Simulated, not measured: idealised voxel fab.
process module | voxel lift off
The cross-section shown here is cut; it is 255 nm wide and divided into square cells measuring 5 nm on a side.
In this document a cross-section is written as a grid of square cells. It is given as a series of bands, listed from the top down, and a band is one or more rows of cells.
Within each band entry, the heights of the top and of the bottom of the band appear first, in that order and in nm; the materials of the band then follow from left to right, each with its corresponding width in nm. The designation "everywhere" on a single material indicates that it fills the band from edge to edge; the designation "air" indicates empty space.
Zero point of the height axis is 0; under it, received wafer = one material. Lowest band: continues down indefinitely, "0 and below".
Per-row width for "30->40": begins at first number (top row of band), ends at second number (bottom row), increment between rows held constant.
Reading "left unchanged" for a step: not a cell of the cross-section changed in it.
Listed in "Voids lacking openings": every empty space of 8 or more cells without an open way to the top. Form: width x height at distance, the distance being from the left edge, all in nm.
Read whatever lies past the settings on a step's line as the simulator's own remark about the step.
overlay nm: how far to the right of its planned place the mask lay on this masked step (negative: to the left).

# Below is the list of planned process steps
1 RECEIVE,material Si
2 CONFORMAL_DEP,material SiO2,thk nm 5
3 PATTERN,tone open,mask id LINES,material resist,width nm 20,pitch nm 50,thk nm 20,overlay nm 0
4 DIRECTIONAL_DEP,material Ru,thk nm 10
5 STRIP,etch materials resist
6 CONFORMAL_DEP,material SiO2,thk nm 5
The value of thk nm given for step 2 in the plan refers to the first wafer; the wafers vary in this setting and are alike at the start.

# First of several wafers (as received, post step 1), cross-sectional view
> 0 and below: Si everywhere
> Voids lacking openings: none

# Note: the following table is arranged by wafer, a row apiece. Each row reports the end-of-module state: per material, cells gained (+) or cells lost (-) compared with the wafer as received; closed voids follow
thk nm 5, +32 Ru, +118 SiO2, Voids lacking openings: none
thk nm 10, +32 Ru, +169 SiO2, Voids lacking openings: none
thk nm 15, +32 Ru, +220 SiO2, Voids lacking openings: none
thk nm 20, +32 Ru, +271 SiO2, Voids lacking openings: none
thk nm 25, +32 Ru, +322 SiO2, Voids lacking openings: none
thk nm 30, +32 Ru, +373 SiO2, Voids lacking openings: none
